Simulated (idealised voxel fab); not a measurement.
Module name: voxel double patterning (process module)
This is section cut - it's 245 nm across, gridded in 5 nm square cells.
The cross-sections in this document take the form of a grid made of square cells. They are written out as bands, in order from top to bottom. Each band consists of one or more rows of cells. What a band's entry tells you: where the top is and where the bottom is, as heights in nm, and after that what lies inside, material by material from left to right, each with its width in nm. Empty space is written as the word "air", and a single material marked with the word "edge to edge" occupies the band from edge to edge. Heads up on the height convention: 0 is the point under which the incoming wafer is all one material, and the lowest band has no bottom, it just keeps going down, like "0..down". A width such as "30..40" changes by the same amount from each row of cells to the next, from the band's top row to its bottom row. "no modification" means the step left every cell of the cross-section as it was. "Cavities, sealed" means: voids of 8 cells or more that are shut off from the top with no open way through. Written width x height at distance, distance from the left edge, in nm. Text after the settings on a step's line: the simulator's own remark on that step. The optional step-line setting "overlay nm" applies to steps with a mask and quantifies how far to the right of its planned location the mask lay, a negative value indicating leftward placement.
-- Here's what the planned process steps look like
1) RECEIVE [material Si]
2) CONFORMAL_DEP [material SiN] [thk nm 10]
3) DIRECTIONAL_DEP [material SiO2] [thk nm 15]
4) DIRECTIONAL_DEP [material SiCN] [thk nm 10]
5) MASKED_ETCH [tone open] [mask id FIRST] [width nm 15] [pitch nm 50] [etch materials SiCN] [depth nm 10] [overlay nm 0]
6) DIRECTIONAL_DEP [material aC] [thk nm 10]
7) PATTERN [tone open] [mask id SECOND] [material resist] [width nm 15] [pitch nm 50] [thk nm 30] [overlay nm 0]
8) DIRECTIONAL_ETCH [etch materials aC] [depth nm 10]
9) STRIP [etch materials resist]
10) DIRECTIONAL_ETCH [etch materials SiCN] [depth nm 10]
11) STRIP [etch materials aC]
12) DIRECTIONAL_ETCH [etch materials SiO2] [depth nm 15]
13) STRIP [etch materials SiCN]
-- This is the cross-section of the wafer as we received it, i.e. after step 1
  0..down: Si edge to edge
  Cavities, sealed: none
-- Final cross-section, module run with one mistake (start and plan as above)
  25..20: SiO2 65 nm, then air 15 nm, then SiO2 10 nm, then air 15 nm, then SiO2 10 nm, then air 15 nm, then SiO2 10 nm, then air 15 nm, then SiO2 10 nm, then air 15 nm, then SiO2 65 nm
  20..10: SiO2 edge to edge
  10..0: SiN edge to edge
  0..down: Si edge to edge
  Cavities, sealed: none
The mistake made against the process plan was this: the process deviated at step 12: the operation and settings actually run there were DIRECTIONAL_ETCH [etch materials SiO2] [depth nm 5]
